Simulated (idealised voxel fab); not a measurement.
process module | voxel tone inversion
cross-section cut | 140 nm wide | cells 5 nm
A cross-section is a grid of square cells, given in bands from the top down. A band is one or more rows of cells.
Each band's line starts with the height of the band's top and of its bottom, in nm. Then come its materials from left to right, each with its width in nm. One material with "throughout" fills the band from edge to edge. "air" is empty space.
Height 0 is the level under which the wafer as received is all one material. The lowest band goes on downwards, as in "0 down".
A width such as "30 to 40" changes by the same amount from each row of cells to the next, from the band's top row to its bottom row.
"no change" after a step means that no cell of the cross-section changed.
closed voids: empty space of 8 cells or more with no open way to the top, each as width x height at its distance from the left edge, in nm
after a step's settings: what the simulator itself notes on the step
overlay nm, on a step with a mask: how far to the right of its planned place the mask lay; to the left if negative
plan
1 op RECEIVE | material Si
2 op CONFORMAL_DEP | material SiCN | thk nm 10
3 op DIRECTIONAL_DEP | material aC | thk nm 20
4 op PATTERN | tone cover | mask id POSTS | material resist | width nm 15 | pitch nm 45 | thk nm 30 | overlay nm 0
5 op DIRECTIONAL_ETCH | etch materials aC | depth nm 20
6 op STRIP | etch materials resist
7 op FILL_DEP | material lowk | thk nm 5
8 op CMP | height nm 30
9 op STRIP | etch materials aC
as received, after step 1
  0 down: Si throughout
  closed voids: none
first wafer at the end, as planned
  30 to 10: lowk 40 | air 15 | lowk 30 | air 15 | lowk 40
  10 to 0: SiCN throughout
  0 down: Si throughout
  closed voids: none
second wafer at the end: like start, like plan, one mistake
  30 to 10: SiCN 40 | air 15 | SiCN 30 | air 15 | SiCN 40
  10 to 0: SiCN throughout
  0 down: Si throughout
  closed voids: none
what went wrong: step 7 ran as: op FILL_DEP | material SiCN | thk nm 5
at the end the second wafer has, in cells: 88 more of SiCN | 88 fewer of lowk
